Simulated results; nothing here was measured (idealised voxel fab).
Proc. module: voxel transistor to metal
Square cell edge 5 nm, section width 285 nm, ID cut.
A cross-section is a grid of square cells, given in bands from the top down. A band is one or more rows of cells. Basically the band line says how high the top is and how high the bottom is, in nm, and then what's in it from left to right, every material with its width in nm. Empty space shows up as "empty", and if a single material carries "full width" it runs the full band edge to edge. For the purposes of this specification, 0 denotes the height below which the wafer in its as-received condition is composed wholly of one material, and the lowermost band, lacking a lower limit, extends downward without end, as expressed in "from 0 down". You'd read "30..40" like this: the band's top row of cells is as wide as the first number, its bottom row is as wide as the second, and going down, every row changes width by the same amount as the row before did. Step note "same as before" = no cross-section cell changed. Encapsulated voids: empty space of 8 cells or more with no open way to the top, each as width x height at its distance from the left edge, in nm. Formally, on a step line, whatever follows the settings is a remark that the simulator itself makes on the step. overlay nm: how far to the right of its planned place the mask lay on this masked step (negative: to the left).

## Steps planned for the process
1 RECEIVE,material Si
2 OXIDIZE,depth nm 5
3 CONFORMAL_DEP,material SiN,thk nm 10
4 DIRECTIONAL_DEP,material aC,thk nm 10
5 PATTERN,tone cover,mask id ACTIVE,material resist,width nm 115,pitch nm 135,thk nm 30,overlay nm 0
6 DIRECTIONAL_ETCH,etch materials aC,depth nm 10
7 STRIP,etch materials resist
8 DIRECTIONAL_ETCH,etch materials SiN,depth nm 10
9 DIRECTIONAL_ETCH,etch materials SiO2,depth nm 5
10 DIRECTIONAL_ETCH,etch materials Si,depth nm 35
11 STRIP,etch materials aC
12 OXIDIZE,depth nm 5
13 FILL_DEP,material SiO2,thk nm 10
14 CMP,height nm 10
15 SELECTIVE_ETCH,etch materials SiO2,depth nm 5
16 STRIP,etch materials SiN
17 SELECTIVE_ETCH,etch materials SiO2,depth nm 5
18 OXIDIZE,depth nm 5
19 DIRECTIONAL_DEP,material polySi,thk nm 20
20 DIRECTIONAL_DEP,material SiCN,thk nm 10
21 MASKED_ETCH,tone cover,mask id GATE,width nm 35,pitch nm 135,etch materials SiCN,depth nm 20,overlay nm 0
22 MASKED_ETCH,tone cover,mask id GATE,width nm 35,pitch nm 135,etch materials polySi,depth nm 30,overlay nm 0
23 CONFORMAL_DEP,material SiN,thk nm 10
24 DIRECTIONAL_ETCH,etch materials SiN,depth nm 10
25 DIRECTIONAL_ETCH,etch materials SiO2,depth nm 5
26 EPI,material SiGe,thk nm 5
27 FILL_DEP,material SiO2,thk nm 5
28 CMP,height nm 15
29 STRIP,etch materials polySi
30 SELECTIVE_ETCH,etch materials SiO2,depth nm 5
31 CONFORMAL_DEP,material HfO2,thk nm 5
32 CONFORMAL_DEP,material TiN,thk nm 5
33 FILL_DEP,material W,thk nm 5
34 CMP,height nm 10
35 DIRECTIONAL_DEP,material SiO2,thk nm 10
36 DIRECTIONAL_DEP,material aC,thk nm 15
37 PATTERN,tone open,mask id CONTACT,material resist,width nm 15,thk nm 30,overlay nm 0
38 DIRECTIONAL_ETCH,etch materials aC,depth nm 15
39 STRIP,etch materials resist
40 DIRECTIONAL_ETCH,etch materials SiO2,depth nm 25
41 STRIP,etch materials aC
42 CONFORMAL_DEP,material TiN,thk nm 5
43 FILL_DEP,material W,thk nm 10
44 CMP,height nm 20
45 CONFORMAL_DEP,material SiN,thk nm 5
46 DIRECTIONAL_DEP,material lowk,thk nm 20
47 PATTERN,tone open,mask id METAL_1,material resist,width nm 15,thk nm 15,overlay nm 0
48 DIRECTIONAL_ETCH,etch materials lowk,depth nm 20
49 DIRECTIONAL_ETCH,etch materials SiN,depth nm 5
50 STRIP,etch materials resist
51 CONFORMAL_DEP,material TiN,thk nm 5
52 FILL_DEP,material Cu,thk nm 5
53 CMP,height nm 45
54 EPI,material Ru,thk nm 5
55 FILL_DEP,material SiCN,thk nm 5

## As-received state of the wafer in cross-section, equivalent to post-step 1
- from 0 down = Si full width
- Encapsulated voids: none

## Cross-section, end of module. Start: as above. Plan: as above. Execution: one mistake
- from 55 to 50 = SiCN full width
- from 50 to 45 = Ru full width
- from 45 to 40 = TiN 30 nm, Cu 5 nm, TiN 75 nm, Cu 5 nm, TiN 50 nm, Cu 5 nm, TiN 75 nm, Cu 5 nm, TiN 35 nm
- from 40 to 20 = lowk 25 nm, TiN 5 nm, Cu 5 nm, TiN 5 nm, lowk 65 nm, TiN 5 nm, Cu 5 nm, TiN 5 nm, lowk 40 nm, TiN 5 nm, Cu 5 nm, TiN 5 nm, lowk 65 nm, TiN 5 nm, Cu 5 nm, TiN 5 nm, lowk 30 nm
- from 20 to 15 = SiN 25 nm, TiN 15 nm, SiN 65 nm, TiN 15 nm, SiN 40 nm, TiN 15 nm, SiN 65 nm, TiN 15 nm, SiN 30 nm
- from 15 to 10 = SiO2 25 nm, TiN 5 nm, W 5 nm, TiN 5 nm, SiO2 65 nm, TiN 5 nm, W 5 nm, TiN 5 nm, SiO2 40 nm, TiN 5 nm, W 5 nm, TiN 5 nm, SiO2 65 nm, TiN 5 nm, W 5 nm, TiN 5 nm, SiO2 30 nm
- from 10 to 0 = SiO2 25 nm, TiN 5 nm, W 5 nm, TiN 5 nm, SiO2 5 nm, SiN 10 nm, HfO2 5 nm, TiN 5 nm, W 15 nm, TiN 5 nm, HfO2 5 nm, SiN 10 nm, SiO2 5 nm, TiN 5 nm, W 5 nm, TiN 5 nm, SiO2 40 nm, TiN 5 nm, W 5 nm, TiN 5 nm, SiO2 5 nm, SiN 10 nm, HfO2 5 nm, TiN 5 nm, W 15 nm, TiN 5 nm, HfO2 5 nm, SiN 10 nm, SiO2 5 nm, TiN 5 nm, W 5 nm, TiN 5 nm, SiO2 30 nm
- from 0 to -5 = SiO2 10 nm, SiN 10 nm, SiO2 5 nm, TiN 15 nm, SiO2 5 nm, SiN 10 nm, HfO2 5 nm, TiN 25 nm, HfO2 5 nm, SiN 10 nm, SiO2 5 nm, TiN 15 nm, SiO2 5 nm, SiN 10 nm, SiO2 10 nm, SiN 10 nm, SiO2 5 nm, TiN 15 nm, SiO2 5 nm, SiN 10 nm, HfO2 5 nm, TiN 25 nm, HfO2 5 nm, SiN 10 nm, SiO2 5 nm, TiN 15 nm, SiO2 5 nm, SiN 10 nm, SiO2 15 nm
- from -5 to -10 = SiO2 20 nm, SiGe 25 nm, SiO2 5 nm, HfO2 45 nm, SiO2 5 nm, SiGe 25 nm, SiO2 30 nm, SiGe 25 nm, SiO2 5 nm, HfO2 45 nm, SiO2 5 nm, SiGe 25 nm, SiO2 25 nm
- from -10 to -45 = SiO2 20 nm, Si 105 nm, SiO2 30 nm, Si 105 nm, SiO2 25 nm
- from -45 down = Si full width
- Encapsulated voids: none
Here's what went sideways: planned and actual differ for step 44; actual: CMP,height nm 15
